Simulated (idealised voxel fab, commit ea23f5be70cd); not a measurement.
process module | voxel transistor to metal
cross-section cut | 300 nm wide | cells 5 nm
A cross-section is a grid of square cells, given in bands from the top down. A band is one or more rows of cells.
Each band's line starts with the height of the band's top and of its bottom, in nm. Then come its materials from left to right, each with its width in nm. One material with "throughout" fills the band from edge to edge. "air" is empty space.
Height 0 is the level under which the wafer as received is all one material. The lowest band goes on downwards, as in "0 down".
A width such as "30 to 40" changes by the same amount from each row of cells to the next, from the band's top row to its bottom row.
"no change" after a step means that no cell of the cross-section changed.
closed voids: empty space of 8 cells or more with no open way to the top, each as width x height at its distance from the left edge, in nm
after a step's settings: what the simulator itself notes on the step
overlay nm, on a step with a mask: how far to the right of its planned place the mask lay; to the left if negative
Each pair below shows a cross-section before one step and the cross-section after it, down to the lowest band that changed. The line under each pair gives the step between them, with its settings. The pairs can come from different runs of this module on the same starting wafer, so a pair continues from the pair above only where its "before" says so.
before
  20 to 15: air 55 | HfO2 15 | air 25 | HfO2 15 | air 80 | HfO2 15 | air 25 | HfO2 15 | air 55
  15 to 10: HfO2 60 | SiN 5 | HfO2 5 | air 25 | HfO2 5 | SiN 5 | HfO2 90 | SiN 5 | HfO2 5 | air 25 | HfO2 5 | SiN 5 | HfO2 60
  10 to 0: SiO2 60 | SiN 5 | HfO2 5 | air 25 | HfO2 5 | SiN 5 | SiO2 90 | SiN 5 | HfO2 5 | air 25 | HfO2 5 | SiN 5 | SiO2 60
  0 to -5: SiO2 25 | SiN 5 | SiO2 20 | pSi 10 | SiN 5 | HfO2 5 | air 25 | HfO2 5 | SiN 5 | pSi 10 | SiO2 20 | SiN 5 | SiO2 20 | SiN 5 | SiO2 20 | pSi 10 | SiN 5 | HfO2 5 | air 25 | HfO2 5 | SiN 5 | pSi 10 | SiO2 20 | SiN 5 | SiO2 25
  -5 to -10: SiO2 30 | pSi 30 | SiO2 5 | HfO2 35 | SiO2 5 | pSi 30 | SiO2 30 | pSi 30 | SiO2 5 | HfO2 35 | SiO2 5 | pSi 30 | SiO2 30
  -10 to -15: SiO2 30 | pSi 30 | Si 45 | pSi 30 | SiO2 30 | pSi 30 | Si 45 | pSi 30 | SiO2 30
  -15 to -45: SiO2 30 | Si 105 | SiO2 30 | Si 105 | SiO2 30
  -45 down: Si throughout
  closed voids: none
after
  25 to 20: air 50 | TiN 25 | air 15 | TiN 25 | air 70 | TiN 25 | air 15 | TiN 25 | air 50
  20 to 15: TiN 55 | HfO2 15 | TiN 5 | air 15 | TiN 5 | HfO2 15 | TiN 80 | HfO2 15 | TiN 5 | air 15 | TiN 5 | HfO2 15 | TiN 55
  15 to 10: HfO2 60 | SiN 5 | HfO2 5 | TiN 5 | air 15 | TiN 5 | HfO2 5 | SiN 5 | HfO2 90 | SiN 5 | HfO2 5 | TiN 5 | air 15 | TiN 5 | HfO2 5 | SiN 5 | HfO2 60
  10 to 0: SiO2 60 | SiN 5 | HfO2 5 | TiN 5 | air 15 | TiN 5 | HfO2 5 | SiN 5 | SiO2 90 | SiN 5 | HfO2 5 | TiN 5 | air 15 | TiN 5 | HfO2 5 | SiN 5 | SiO2 60
  0 to -5: SiO2 25 | SiN 5 | SiO2 20 | pSi 10 | SiN 5 | HfO2 5 | TiN 25 | HfO2 5 | SiN 5 | pSi 10 | SiO2 20 | SiN 5 | SiO2 20 | SiN 5 | SiO2 20 | pSi 10 | SiN 5 | HfO2 5 | TiN 25 | HfO2 5 | SiN 5 | pSi 10 | SiO2 20 | SiN 5 | SiO2 25
  below -5: unchanged
  closed voids: none
the step between: op CONFORMAL_DEP | material TiN | thk nm 5
before: the cross-section after the pair above
after
  35 to 25: W throughout
  25 to 20: W 50 | TiN 25 | W 15 | TiN 25 | W 70 | TiN 25 | W 15 | TiN 25 | W 50
  20 to 15: TiN 55 | HfO2 15 | TiN 5 | W 15 | TiN 5 | HfO2 15 | TiN 80 | HfO2 15 | TiN 5 | W 15 | TiN 5 | HfO2 15 | TiN 55
  15 to 10: HfO2 60 | SiN 5 | HfO2 5 | TiN 5 | W 15 | TiN 5 | HfO2 5 | SiN 5 | HfO2 90 | SiN 5 | HfO2 5 | TiN 5 | W 15 | TiN 5 | HfO2 5 | SiN 5 | HfO2 60
  10 to 0: SiO2 60 | SiN 5 | HfO2 5 | TiN 5 | W 15 | TiN 5 | HfO2 5 | SiN 5 | SiO2 90 | SiN 5 | HfO2 5 | TiN 5 | W 15 | TiN 5 | HfO2 5 | SiN 5 | SiO2 60
  below 0: unchanged
  closed voids: none
the step between: op FILL_DEP | material W | thk nm 10
before: the cross-section after the pair above
after
  10 to 0: SiO2 60 | SiN 5 | HfO2 5 | TiN 5 | W 15 | TiN 5 | HfO2 5 | SiN 5 | SiO2 90 | SiN 5 | HfO2 5 | TiN 5 | W 15 | TiN 5 | HfO2 5 | SiN 5 | SiO2 60
  below 0: unchanged
  closed voids: none
the step between: op CMP | height nm 10
before: the cross-section after the pair above
after
  25 to 10: SiO2 throughout
  below 10: unchanged
  closed voids: none
the step between: op DIRECTIONAL_DEP | material SiO2 | thk nm 15
before: the cross-section after the pair above
after
  25 to 10: SiO2 35 | air 15 | SiO2 65 | air 15 | SiO2 40 | air 15 | SiO2 65 | air 15 | SiO2 35
  10 to 0: SiO2 35 | air 15 | SiO2 10 | SiN 5 | HfO2 5 | TiN 5 | W 15 | TiN 5 | HfO2 5 | SiN 5 | SiO2 10 | air 15 | SiO2 40 | air 15 | SiO2 10 | SiN 5 | HfO2 5 | TiN 5 | W 15 | TiN 5 | HfO2 5 | SiN 5 | SiO2 10 | air 15 | SiO2 35
  0 to -5: SiO2 25 | SiN 5 | SiO2 5 | air 15 | pSi 10 | SiN 5 | HfO2 5 | TiN 25 | HfO2 5 | SiN 5 | pSi 10 | air 15 | SiO2 5 | SiN 5 | SiO2 20 | SiN 5 | SiO2 5 | air 15 | pSi 10 | SiN 5 | HfO2 5 | TiN 25 | HfO2 5 | SiN 5 | pSi 10 | air 15 | SiO2 5 | SiN 5 | SiO2 25
  below -5: unchanged
  closed voids: none
the step between: op MASKED_ETCH | tone open | mask id CONTACT | width nm 15 | etch materials SiO2 | depth nm 35 | overlay nm 0
before: the cross-section after the pair above
after
  30 to 25: TiN 40 | air 5 | TiN 75 | air 5 | TiN 50 | air 5 | TiN 75 | air 5 | TiN 40
  25 to 10: SiO2 35 | TiN 5 | air 5 | TiN 5 | SiO2 65 | TiN 5 | air 5 | TiN 5 | SiO2 40 | TiN 5 | air 5 | TiN 5 | SiO2 65 | TiN 5 | air 5 | TiN 5 | SiO2 35
  10 to 0: SiO2 35 | TiN 5 | air 5 | TiN 5 | SiO2 10 | SiN 5 | HfO2 5 | TiN 5 | W 15 | TiN 5 | HfO2 5 | SiN 5 | SiO2 10 | TiN 5 | air 5 | TiN 5 | SiO2 40 | TiN 5 | air 5 | TiN 5 | SiO2 10 | SiN 5 | HfO2 5 | TiN 5 | W 15 | TiN 5 | HfO2 5 | SiN 5 | SiO2 10 | TiN 5 | air 5 | TiN 5 | SiO2 35
  0 to -5: SiO2 25 | SiN 5 | SiO2 5 | TiN 15 | pSi 10 | SiN 5 | HfO2 5 | TiN 25 | HfO2 5 | SiN 5 | pSi 10 | TiN 15 | SiO2 5 | SiN 5 | SiO2 20 | SiN 5 | SiO2 5 | TiN 15 | pSi 10 | SiN 5 | HfO2 5 | TiN 25 | HfO2 5 | SiN 5 | pSi 10 | TiN 15 | SiO2 5 | SiN 5 | SiO2 25
  below -5: unchanged
  closed voids: none
the step between: op CONFORMAL_DEP | material TiN | thk nm 5
before: the cross-section after the pair above
after
  40 to 30: Ru throughout
  30 to 25: TiN 40 | Ru 5 | TiN 75 | Ru 5 | TiN 50 | Ru 5 | TiN 75 | Ru 5 | TiN 40
  25 to 10: SiO2 35 | TiN 5 | Ru 5 | TiN 5 | SiO2 65 | TiN 5 | Ru 5 | TiN 5 | SiO2 40 | TiN 5 | Ru 5 | TiN 5 | SiO2 65 | TiN 5 | Ru 5 | TiN 5 | SiO2 35
  10 to 0: SiO2 35 | TiN 5 | Ru 5 | TiN 5 | SiO2 10 | SiN 5 | HfO2 5 | TiN 5 | W 15 | TiN 5 | HfO2 5 | SiN 5 | SiO2 10 | TiN 5 | Ru 5 | TiN 5 | SiO2 40 | TiN 5 | Ru 5 | TiN 5 | SiO2 10 | SiN 5 | HfO2 5 | TiN 5 | W 15 | TiN 5 | HfO2 5 | SiN 5 | SiO2 10 | TiN 5 | Ru 5 | TiN 5 | SiO2 35
  below 0: unchanged
  closed voids: none
the step between: op FILL_DEP | material Ru | thk nm 10
before: the cross-section after the pair above
after
  25 to 10: SiO2 35 | TiN 5 | Ru 5 | TiN 5 | SiO2 65 | TiN 5 | Ru 5 | TiN 5 | SiO2 40 | TiN 5 | Ru 5 | TiN 5 | SiO2 65 | TiN 5 | Ru 5 | TiN 5 | SiO2 35
  below 10: unchanged
  closed voids: none
the step between: op CMP | height nm 25
before: the cross-section after the pair above
after
  30 to 25: TiN throughout
  below 25: unchanged
  closed voids: none
the step between: op DIRECTIONAL_DEP | material TiN | thk nm 5
before: the cross-section after the pair above
after
  55 to 30: Ru throughout
  below 30: unchanged
  closed voids: none
the step between: op DIRECTIONAL_DEP | material Ru | thk nm 25
before: the cross-section after the pair above
after
  55 to 30: air 35 | Ru 15 | air 65 | Ru 15 | air 40 | Ru 15 | air 65 | Ru 15 | air 35
  below 30: unchanged
  closed voids: none
the step between: op MASKED_ETCH | tone cover | mask id METAL_1 | width nm 15 | etch materials Ru | depth nm 25 | overlay nm 0
before: the cross-section after the pair above
after
  55 to 30: air 35 | Ru 15 | air 65 | Ru 15 | air 40 | Ru 15 | air 65 | Ru 15 | air 35
  30 to 25: air 35 | TiN 15 | air 65 | TiN 15 | air 40 | TiN 15 | air 65 | TiN 15 | air 35
  below 25: unchanged
  closed voids: none
the step between: op MASKED_ETCH | tone cover | mask id METAL_1 | width nm 15 | etch materials TiN | depth nm 5 | overlay nm 0
before: the cross-section after the pair above
after
  60 to 55: lowk throughout
  55 to 30: lowk 35 | Ru 15 | lowk 65 | Ru 15 | lowk 40 | Ru 15 | lowk 65 | Ru 15 | lowk 35
  30 to 25: lowk 35 | TiN 15 | lowk 65 | TiN 15 | lowk 40 | TiN 15 | lowk 65 | TiN 15 | lowk 35
  below 25: unchanged
  closed voids: none
the step between: op FILL_DEP | material lowk | thk nm 5
before: the cross-section after the pair above
after
  55 to 30: lowk 35 | Ru 15 | lowk 65 | Ru 15 | lowk 40 | Ru 15 | lowk 65 | Ru 15 | lowk 35
  below 30: unchanged
  closed voids: none
the step between: op CMP | height nm 55
before: the cross-section after the pair above
after
  60 to 55: SiN throughout
  below 55: unchanged
  closed voids: none
the step between: op CONFORMAL_DEP | material SiN | thk nm 5
before
  55 to 30: Ru throughout
  30 to 25: TiN throughout
  25 to 10: SiO2 35 | TiN 5 | Ru 5 | TiN 5 | SiO2 65 | TiN 5 | Ru 5 | TiN 5 | SiO2 40 | TiN 5 | Ru 5 | TiN 5 | SiO2 65 | TiN 5 | Ru 5 | TiN 5 | SiO2 35
  10 to 0: SiO2 35 | TiN 5 | Ru 5 | TiN 5 | SiO2 10 | SiN 5 | HfO2 5 | TiN 5 | W 15 | TiN 5 | HfO2 5 | SiN 5 | SiO2 10 | TiN 5 | Ru 5 | TiN 5 | SiO2 40 | TiN 5 | Ru 5 | TiN 5 | SiO2 10 | SiN 5 | HfO2 5 | TiN 5 | W 15 | TiN 5 | HfO2 5 | SiN 5 | SiO2 10 | TiN 5 | Ru 5 | TiN 5 | SiO2 35
  0 to -5: SiO2 25 | SiN 5 | SiO2 5 | TiN 5 | Ru 5 | TiN 5 | pSi 10 | SiN 5 | HfO2 5 | TiN 25 | HfO2 5 | SiN 5 | pSi 10 | TiN 5 | Ru 5 | TiN 5 | SiO2 5 | SiN 5 | SiO2 20 | SiN 5 | SiO2 5 | TiN 5 | Ru 5 | TiN 5 | pSi 10 | SiN 5 | HfO2 5 | TiN 25 | HfO2 5 | SiN 5 | pSi 10 | TiN 5 | Ru 5 | TiN 5 | SiO2 5 | SiN 5 | SiO2 25
  -5 to -10: SiO2 35 | TiN 15 | pSi 10 | SiO2 5 | HfO2 35 | SiO2 5 | pSi 10 | TiN 15 | SiO2 40 | TiN 15 | pSi 10 | SiO2 5 | HfO2 35 | SiO2 5 | pSi 10 | TiN 15 | SiO2 35
  -10 to -20: SiO2 30 | pSi 30 | Si 45 | pSi 30 | SiO2 30 | pSi 30 | Si 45 | pSi 30 | SiO2 30
  -20 to -45: SiO2 30 | Si 105 | SiO2 30 | Si 105 | SiO2 30
  -45 down: Si throughout
  closed voids: none
after
  55 to 30: air 30 | Ru 25 | air 55 | Ru 25 | air 30 | Ru 25 | air 55 | Ru 25 | air 30
  below 30: unchanged
  closed voids: none
the step between: op MASKED_ETCH | tone cover | mask id METAL_1 | width nm 25 | etch materials Ru | depth nm 25 | overlay nm 0
before: the cross-section after the pair above
after
  55 to 30: air 30 | Ru 25 | air 55 | Ru 25 | air 30 | Ru 25 | air 55 | Ru 25 | air 30
  30 to 25: air 30 | TiN 25 | air 55 | TiN 25 | air 30 | TiN 25 | air 55 | TiN 25 | air 30
  below 25: unchanged
  closed voids: none
the step between: op MASKED_ETCH | tone cover | mask id METAL_1 | width nm 15 | etch materials TiN | depth nm 5 | overlay nm 0
before: the cross-section after the pair above
after
  60 to 55: lowk throughout
  55 to 30: lowk 30 | Ru 25 | lowk 55 | Ru 25 | lowk 30 | Ru 25 | lowk 55 | Ru 25 | lowk 30
  30 to 25: lowk 30 | TiN 25 | lowk 55 | TiN 25 | lowk 30 | TiN 25 | lowk 55 | TiN 25 | lowk 30
  below 25: unchanged
  closed voids: none
the step between: op FILL_DEP | material lowk | thk nm 5
before: the cross-section after the pair above
after
  55 to 30: lowk 30 | Ru 25 | lowk 55 | Ru 25 | lowk 30 | Ru 25 | lowk 55 | Ru 25 | lowk 30
  below 30: unchanged
  closed voids: none
the step between: op CMP | height nm 55
before: the cross-section after the pair above
after
  60 to 55: SiN throughout
  below 55: unchanged
  closed voids: none
the step between: op CONFORMAL_DEP | material SiN | thk nm 5
before
  55 to 30: air 35 | Ru 15 | air 65 | Ru 15 | air 40 | Ru 15 | air 65 | Ru 15 | air 35
  30 to 25: TiN throughout
  25 to 10: SiO2 35 | TiN 5 | Ru 5 | TiN 5 | SiO2 65 | TiN 5 | Ru 5 | TiN 5 | SiO2 40 | TiN 5 | Ru 5 | TiN 5 | SiO2 65 | TiN 5 | Ru 5 | TiN 5 | SiO2 35
  10 to 0: SiO2 35 | TiN 5 | Ru 5 | TiN 5 | SiO2 10 | SiN 5 | HfO2 5 | TiN 5 | W 15 | TiN 5 | HfO2 5 | SiN 5 | SiO2 10 | TiN 5 | Ru 5 | TiN 5 | SiO2 40 | TiN 5 | Ru 5 | TiN 5 | SiO2 10 | SiN 5 | HfO2 5 | TiN 5 | W 15 | TiN 5 | HfO2 5 | SiN 5 | SiO2 10 | TiN 5 | Ru 5 | TiN 5 | SiO2 35
  0 to -5: SiO2 25 | SiN 5 | SiO2 5 | TiN 5 | Ru 5 | TiN 5 | pSi 10 | SiN 5 | HfO2 5 | TiN 25 | HfO2 5 | SiN 5 | pSi 10 | TiN 5 | Ru 5 | TiN 5 | SiO2 5 | SiN 5 | SiO2 20 | SiN 5 | SiO2 5 | TiN 5 | Ru 5 | TiN 5 | pSi 10 | SiN 5 | HfO2 5 | TiN 25 | HfO2 5 | SiN 5 | pSi 10 | TiN 5 | Ru 5 | TiN 5 | SiO2 5 | SiN 5 | SiO2 25
  -5 to -10: SiO2 35 | TiN 15 | pSi 10 | SiO2 5 | HfO2 35 | SiO2 5 | pSi 10 | TiN 15 | SiO2 40 | TiN 15 | pSi 10 | SiO2 5 | HfO2 35 | SiO2 5 | pSi 10 | TiN 15 | SiO2 35
  -10 to -20: SiO2 30 | pSi 30 | Si 45 | pSi 30 | SiO2 30 | pSi 30 | Si 45 | pSi 30 | SiO2 30
  -20 to -45: SiO2 30 | Si 105 | SiO2 30 | Si 105 | SiO2 30
  -45 down: Si throughout
  closed voids: none
after
  55 to 30: air 35 | Ru 15 | air 65 | Ru 15 | air 40 | Ru 15 | air 65 | Ru 15 | air 35
  30 to 25: air 35 | TiN 25 | air 55 | TiN 25 | air 30 | TiN 25 | air 55 | TiN 25 | air 25
  below 25: unchanged
  closed voids: none
the step between: op MASKED_ETCH | tone cover | mask id METAL_1 | width nm 15 | etch materials TiN | depth nm 5 | overlay nm 10
before: the cross-section after the pair above
after
  60 to 55: lowk throughout
  55 to 30: lowk 35 | Ru 15 | lowk 65 | Ru 15 | lowk 40 | Ru 15 | lowk 65 | Ru 15 | lowk 35
  30 to 25: lowk 35 | TiN 25 | lowk 55 | TiN 25 | lowk 30 | TiN 25 | lowk 55 | TiN 25 | lowk 25
  below 25: unchanged
  closed voids: none
the step between: op FILL_DEP | material lowk | thk nm 5
before: the cross-section after the pair above
after
  55 to 30: lowk 35 | Ru 15 | lowk 65 | Ru 15 | lowk 40 | Ru 15 | lowk 65 | Ru 15 | lowk 35
  below 30: unchanged
  closed voids: none
the step between: op CMP | height nm 55
before: the cross-section after the pair above
after
  60 to 55: SiN throughout
  below 55: unchanged
  closed voids: none
the step between: op CONFORMAL_DEP | material SiN | thk nm 5
before
  30 to 25: TiN throughout
  25 to 10: SiO2 35 | TiN 5 | Ru 5 | TiN 5 | SiO2 65 | TiN 5 | Ru 5 | TiN 5 | SiO2 40 | TiN 5 | Ru 5 | TiN 5 | SiO2 65 | TiN 5 | Ru 5 | TiN 5 | SiO2 35
  10 to 0: SiO2 35 | TiN 5 | Ru 5 | TiN 5 | SiO2 10 | SiN 5 | HfO2 5 | TiN 5 | W 15 | TiN 5 | HfO2 5 | SiN 5 | SiO2 10 | TiN 5 | Ru 5 | TiN 5 | SiO2 40 | TiN 5 | Ru 5 | TiN 5 | SiO2 10 | SiN 5 | HfO2 5 | TiN 5 | W 15 | TiN 5 | HfO2 5 | SiN 5 | SiO2 10 | TiN 5 | Ru 5 | TiN 5 | SiO2 35
  0 to -5: SiO2 25 | SiN 5 | SiO2 5 | TiN 5 | Ru 5 | TiN 5 | pSi 10 | SiN 5 | HfO2 5 | TiN 25 | HfO2 5 | SiN 5 | pSi 10 | TiN 5 | Ru 5 | TiN 5 | SiO2 5 | SiN 5 | SiO2 20 | SiN 5 | SiO2 5 | TiN 5 | Ru 5 | TiN 5 | pSi 10 | SiN 5 | HfO2 5 | TiN 25 | HfO2 5 | SiN 5 | pSi 10 | TiN 5 | Ru 5 | TiN 5 | SiO2 5 | SiN 5 | SiO2 25
  -5 to -10: SiO2 35 | TiN 15 | pSi 10 | SiO2 5 | HfO2 35 | SiO2 5 | pSi 10 | TiN 15 | SiO2 40 | TiN 15 | pSi 10 | SiO2 5 | HfO2 35 | SiO2 5 | pSi 10 | TiN 15 | SiO2 35
  -10 to -20: SiO2 30 | pSi 30 | Si 45 | pSi 30 | SiO2 30 | pSi 30 | Si 45 | pSi 30 | SiO2 30
  -20 to -45: SiO2 30 | Si 105 | SiO2 30 | Si 105 | SiO2 30
  -45 down: Si throughout
  closed voids: none
after
  55 to 30: SiCN throughout
  below 30: unchanged
  closed voids: none
the step between: op DIRECTIONAL_DEP | material SiCN | thk nm 25
before: the cross-section after the pair above
after
  60 to 55: lowk throughout
  below 55: unchanged
  closed voids: none
the step between: op FILL_DEP | material lowk | thk nm 5
before: the cross-section after the pair above
after
  55 to 30: SiCN throughout
  below 30: unchanged
  closed voids: none
the step between: op CMP | height nm 55
before: the cross-section after the pair above
after
  60 to 55: SiN throughout
  below 55: unchanged
  closed voids: none
the step between: op CONFORMAL_DEP | material SiN | thk nm 5
before
  25 to 10: SiO2 throughout
  10 to 0: SiO2 60 | SiN 5 | HfO2 5 | TiN 5 | W 15 | TiN 5 | HfO2 5 | SiN 5 | SiO2 90 | SiN 5 | HfO2 5 | TiN 5 | W 15 | TiN 5 | HfO2 5 | SiN 5 | SiO2 60
  0 to -5: SiO2 25 | SiN 5 | SiO2 20 | pSi 10 | SiN 5 | HfO2 5 | TiN 25 | HfO2 5 | SiN 5 | pSi 10 | SiO2 20 | SiN 5 | SiO2 20 | SiN 5 | SiO2 20 | pSi 10 | SiN 5 | HfO2 5 | TiN 25 | HfO2 5 | SiN 5 | pSi 10 | SiO2 20 | SiN 5 | SiO2 25
  -5 to -10: SiO2 50 | pSi 10 | SiO2 5 | HfO2 35 | SiO2 5 | pSi 10 | SiO2 70 | pSi 10 | SiO2 5 | HfO2 35 | SiO2 5 | pSi 10 | SiO2 50
  -10 to -20: SiO2 30 | pSi 30 | Si 45 | pSi 30 | SiO2 30 | pSi 30 | Si 45 | pSi 30 | SiO2 30
  -20 to -45: SiO2 30 | Si 105 | SiO2 30 | Si 105 | SiO2 30
  -45 down: Si throughout
  closed voids: none
after
  25 to 10: air 35 | SiO2 15 | air 65 | SiO2 15 | air 40 | SiO2 15 | air 65 | SiO2 15 | air 35
  10 to 0: air 35 | SiO2 15 | air 10 | SiN 5 | HfO2 5 | TiN 5 | W 15 | TiN 5 | HfO2 5 | SiN 5 | air 10 | SiO2 15 | air 40 | SiO2 15 | air 10 | SiN 5 | HfO2 5 | TiN 5 | W 15 | TiN 5 | HfO2 5 | SiN 5 | air 10 | SiO2 15 | air 35
  0 to -5: air 25 | SiN 5 | air 5 | SiO2 15 | pSi 10 | SiN 5 | HfO2 5 | TiN 25 | HfO2 5 | SiN 5 | pSi 10 | SiO2 15 | air 5 | SiN 5 | air 20 | SiN 5 | air 5 | SiO2 15 | pSi 10 | SiN 5 | HfO2 5 | TiN 25 | HfO2 5 | SiN 5 | pSi 10 | SiO2 15 | air 5 | SiN 5 | air 25
  -5 to -10: air 25 | SiO2 5 | air 5 | SiO2 15 | pSi 10 | SiO2 5 | HfO2 35 | SiO2 5 | pSi 10 | SiO2 15 | air 5 | SiO2 5 | air 20 | SiO2 5 | air 5 | SiO2 15 | pSi 10 | SiO2 5 | HfO2 35 | SiO2 5 | pSi 10 | SiO2 15 | air 5 | SiO2 5 | air 25
  below -10: unchanged
  closed voids: none
the step between: op MASKED_ETCH | tone cover | mask id CONTACT | width nm 15 | etch materials SiO2 | depth nm 35 | overlay nm 0
before: the cross-section after the pair above
after
  30 to 25: air 30 | TiN 25 | air 55 | TiN 25 | air 30 | TiN 25 | air 55 | TiN 25 | air 30
  25 to 15: air 30 | TiN 5 | SiO2 15 | TiN 5 | air 55 | TiN 5 | SiO2 15 | TiN 5 | air 30 | TiN 5 | SiO2 15 | TiN 5 | air 55 | TiN 5 | SiO2 15 | TiN 5 | air 30
  15 to 10: air 30 | TiN 5 | SiO2 15 | TiN 65 | SiO2 15 | TiN 5 | air 30 | TiN 5 | SiO2 15 | TiN 65 | SiO2 15 | TiN 5 | air 30
  10 to 0: air 30 to 20 | TiN 5 to 15 | SiO2 15 | TiN 10 | SiN 5 | HfO2 5 | TiN 5 | W 15 | TiN 5 | HfO2 5 | SiN 5 | TiN 10 | SiO2 15 | TiN 5 to 15 | air 30 to 10 | TiN 5 to 15 | SiO2 15 | TiN 10 | SiN 5 | HfO2 5 | TiN 5 | W 15 | TiN 5 | HfO2 5 | SiN 5 | TiN 10 | SiO2 15 | TiN 5 to 15 | air 30 to 20
  0 to -5: air 20 | TiN 5 | SiN 5 | TiN 5 | SiO2 15 | pSi 10 | SiN 5 | HfO2 5 | TiN 25 | HfO2 5 | SiN 5 | pSi 10 | SiO2 15 | TiN 5 | SiN 5 | TiN 5 | air 10 | TiN 5 | SiN 5 | TiN 5 | SiO2 15 | pSi 10 | SiN 5 | HfO2 5 | TiN 25 | HfO2 5 | SiN 5 | pSi 10 | SiO2 15 | TiN 5 | SiN 5 | TiN 5 | air 20
  -5 to -10: TiN 25 | SiO2 5 | TiN 5 | SiO2 15 | pSi 10 | SiO2 5 | HfO2 35 | SiO2 5 | pSi 10 | SiO2 15 | TiN 5 | SiO2 5 | TiN 20 | SiO2 5 | TiN 5 | SiO2 15 | pSi 10 | SiO2 5 | HfO2 35 | SiO2 5 | pSi 10 | SiO2 15 | TiN 5 | SiO2 5 | TiN 25
  below -10: unchanged
  closed voids: none
the step between: op CONFORMAL_DEP | material TiN | thk nm 5
before: the cross-section after the pair above
after
  40 to 30: Ru throughout
  30 to 25: Ru 30 | TiN 25 | Ru 55 | TiN 25 | Ru 30 | TiN 25 | Ru 55 | TiN 25 | Ru 30
  25 to 15: Ru 30 | TiN 5 | SiO2 15 | TiN 5 | Ru 55 | TiN 5 | SiO2 15 | TiN 5 | Ru 30 | TiN 5 | SiO2 15 | TiN 5 | Ru 55 | TiN 5 | SiO2 15 | TiN 5 | Ru 30
  15 to 10: Ru 30 | TiN 5 | SiO2 15 | TiN 65 | SiO2 15 | TiN 5 | Ru 30 | TiN 5 | SiO2 15 | TiN 65 | SiO2 15 | TiN 5 | Ru 30
  10 to 0: Ru 30 to 20 | TiN 5 to 15 | SiO2 15 | TiN 10 | SiN 5 | HfO2 5 | TiN 5 | W 15 | TiN 5 | HfO2 5 | SiN 5 | TiN 10 | SiO2 15 | TiN 5 to 15 | Ru 30 to 10 | TiN 5 to 15 | SiO2 15 | TiN 10 | SiN 5 | HfO2 5 | TiN 5 | W 15 | TiN 5 | HfO2 5 | SiN 5 | TiN 10 | SiO2 15 | TiN 5 to 15 | Ru 30 to 20
  0 to -5: Ru 20 | TiN 5 | SiN 5 | TiN 5 | SiO2 15 | pSi 10 | SiN 5 | HfO2 5 | TiN 25 | HfO2 5 | SiN 5 | pSi 10 | SiO2 15 | TiN 5 | SiN 5 | TiN 5 | Ru 10 | TiN 5 | SiN 5 | TiN 5 | SiO2 15 | pSi 10 | SiN 5 | HfO2 5 | TiN 25 | HfO2 5 | SiN 5 | pSi 10 | SiO2 15 | TiN 5 | SiN 5 | TiN 5 | Ru 20
  below -5: unchanged
  closed voids: none
the step between: op FILL_DEP | material Ru | thk nm 10
before: the cross-section after the pair above
after
  25 to 15: Ru 30 | TiN 5 | SiO2 15 | TiN 5 | Ru 55 | TiN 5 | SiO2 15 | TiN 5 | Ru 30 | TiN 5 | SiO2 15 | TiN 5 | Ru 55 | TiN 5 | SiO2 15 | TiN 5 | Ru 30
  below 15: unchanged
  closed voids: none
the step between: op CMP | height nm 25
before: the cross-section after the pair above
after
  30 to 25: TiN throughout
  below 25: unchanged
  closed voids: none
the step between: op DIRECTIONAL_DEP | material TiN | thk nm 5
before: the cross-section after the pair above
after
  55 to 30: Ru throughout
  below 30: unchanged
  closed voids: none
the step between: op DIRECTIONAL_DEP | material Ru | thk nm 25
before: the cross-section after the pair above
after
  55 to 30: air 35 | Ru 15 | air 65 | Ru 15 | air 40 | Ru 15 | air 65 | Ru 15 | air 35
  below 30: unchanged
  closed voids: none
the step between: op MASKED_ETCH | tone cover | mask id METAL_1 | width nm 15 | etch materials Ru | depth nm 25 | overlay nm 0
before: the cross-section after the pair above
after
  55 to 30: air 35 | Ru 15 | air 65 | Ru 15 | air 40 | Ru 15 | air 65 | Ru 15 | air 35
  30 to 25: air 35 | TiN 15 | air 65 | TiN 15 | air 40 | TiN 15 | air 65 | TiN 15 | air 35
  below 25: unchanged
  closed voids: none
the step between: op MASKED_ETCH | tone cover | mask id METAL_1 | width nm 15 | etch materials TiN | depth nm 5 | overlay nm 0
before: the cross-section after the pair above
after
  60 to 55: lowk throughout
  55 to 30: lowk 35 | Ru 15 | lowk 65 | Ru 15 | lowk 40 | Ru 15 | lowk 65 | Ru 15 | lowk 35
  30 to 25: lowk 35 | TiN 15 | lowk 65 | TiN 15 | lowk 40 | TiN 15 | lowk 65 | TiN 15 | lowk 35
  below 25: unchanged
  closed voids: none
the step between: op FILL_DEP | material lowk | thk nm 5
before: the cross-section after the pair above
after
  55 to 30: lowk 35 | Ru 15 | lowk 65 | Ru 15 | lowk 40 | Ru 15 | lowk 65 | Ru 15 | lowk 35
  below 30: unchanged
  closed voids: none
the step between: op CMP | height nm 55
before: the cross-section after the pair above
after
  60 to 55: SiN throughout
  below 55: unchanged
  closed voids: none
the step between: op CONFORMAL_DEP | material SiN | thk nm 5
